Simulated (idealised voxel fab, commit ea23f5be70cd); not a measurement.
process module | voxel transistor to metal
cross-section cut | 190 nm wide | cells 5 nm
A cross-section is a grid of square cells, given in bands from the top down. A band is one or more rows of cells.
Each band's line starts with the height of the band's top and of its bottom, in nm. Then come its materials from left to right, each with its width in nm. One material with "throughout" fills the band from edge to edge. "air" is empty space.
Height 0 is the level under which the wafer as received is all one material. The lowest band goes on downwards, as in "0 down".
A width such as "30 to 40" changes by the same amount from each row of cells to the next, from the band's top row to its bottom row.
"no change" after a step means that no cell of the cross-section changed.
closed voids: empty space of 8 cells or more with no open way to the top, each as width x height at its distance from the left edge, in nm
after a step's settings: what the simulator itself notes on the step
overlay nm, on a step with a mask: how far to the right of its planned place the mask lay; to the left if negative
plan
1 op RECEIVE | material Si
2 op OXIDIZE | depth nm 5
3 op CONFORMAL_DEP | material SiN | thk nm 15
4 op MASKED_ETCH | tone cover | mask id ACTIVE | width nm 95 | etch materials SiN | depth nm 15 | overlay nm 0
5 op MASKED_ETCH | tone cover | mask id ACTIVE | width nm 95 | etch materials SiO2 | depth nm 5 | overlay nm 0
6 op MASKED_ETCH | tone cover | mask id ACTIVE | width nm 95 | etch materials Si | depth nm 20 | overlay nm 0
7 op OXIDIZE | depth nm 5
8 op FILL_DEP | material SiO2 | thk nm 5
9 op CMP | height nm 15
10 op SELECTIVE_ETCH | etch materials SiO2 | depth nm 15
11 op STRIP | etch materials SiN
12 op SELECTIVE_ETCH | etch materials SiO2 | depth nm 5
13 op OXIDIZE | depth nm 5
14 op DIRECTIONAL_DEP | material polySi | thk nm 25
15 op DIRECTIONAL_DEP | material SiCN | thk nm 15
16 op PATTERN | tone cover | mask id GATE | material resist | width nm 15 | thk nm 15 | overlay nm 0
17 op DIRECTIONAL_ETCH | etch materials SiCN | depth nm 25
18 op DIRECTIONAL_ETCH | etch materials polySi | depth nm 35
19 op STRIP | etch materials resist
20 op CONFORMAL_DEP | material SiO2 | thk nm 5
21 op DIRECTIONAL_ETCH | etch materials SiO2 | depth nm 5
22 op CONFORMAL_DEP | material SiN | thk nm 5
23 op DIRECTIONAL_ETCH | etch materials SiN | depth nm 5
24 op DIRECTIONAL_ETCH | etch materials SiO2 | depth nm 5
25 op DIRECTIONAL_ETCH | etch materials Si | depth nm 15
26 op EPI | material SiGe | thk nm 15
27 op FILL_DEP | material SiO2 | thk nm 5
28 op CMP | height nm 35
29 op DIRECTIONAL_DEP | material SiO2 | thk nm 10
30 op DIRECTIONAL_DEP | material aC | thk nm 15
31 op PATTERN | tone open | mask id CONTACT | material resist | width nm 25 | pitch nm 50 | thk nm 35 | overlay nm 0
32 op DIRECTIONAL_ETCH | etch materials aC | depth nm 15
33 op STRIP | etch materials resist
34 op DIRECTIONAL_ETCH | etch materials SiO2 | depth nm 55
35 op STRIP | etch materials aC
36 op CONFORMAL_DEP | material TiN | thk nm 5
37 op FILL_DEP | material Ru | thk nm 5
38 op CMP | height nm 45
39 op CONFORMAL_DEP | material SiN | thk nm 5
40 op DIRECTIONAL_DEP | material lowk | thk nm 20
41 op PATTERN | tone open | mask id METAL_1 | material resist | width nm 15 | pitch nm 60 | thk nm 15 | overlay nm 0
42 op DIRECTIONAL_ETCH | etch materials lowk | depth nm 20
43 op DIRECTIONAL_ETCH | etch materials SiN | depth nm 5
44 op STRIP | etch materials resist
45 op CONFORMAL_DEP | material TiN | thk nm 5
46 op FILL_DEP | material Cu | thk nm 10
47 op CMP | height nm 70
48 op CONFORMAL_DEP | material SiN | thk nm 5
as received, after step 1
  0 down: Si throughout
  closed voids: none
a wafer at the end: this start, this plan, one mistake
  75 to 70: SiN throughout
  70 to 50: lowk 55 | TiN 5 | Cu 5 | TiN 5 | lowk 45 | TiN 5 | Cu 5 | TiN 5 | lowk 60
  50 to 45: SiN 55 | TiN 15 | SiN 45 | TiN 15 | SiN 60
  45 to 40: SiO2 55 | TiN 5 | Ru 15 | TiN 5 | SiO2 25 | TiN 5 | Ru 15 | TiN 5 | SiO2 60
  40 to 35: SiO2 55 | TiN 25 | SiO2 25 | TiN 25 | SiO2 60
  35 to 20: SiCN 85 | SiO2 5 | SiN 5 | SiO2 5 | SiCN 90
  20 to -5: polySi 85 | SiO2 5 | SiN 5 | SiO2 5 | polySi 90
  -5 to -10: SiO2 throughout
  -10 to -30: SiO2 50 | Si 85 | SiO2 55
  -30 down: Si throughout
  closed voids: none
what went wrong: step 16 ran as: op PATTERN | tone open | mask id GATE | material resist | width nm 15 | thk nm 15 | overlay nm 0
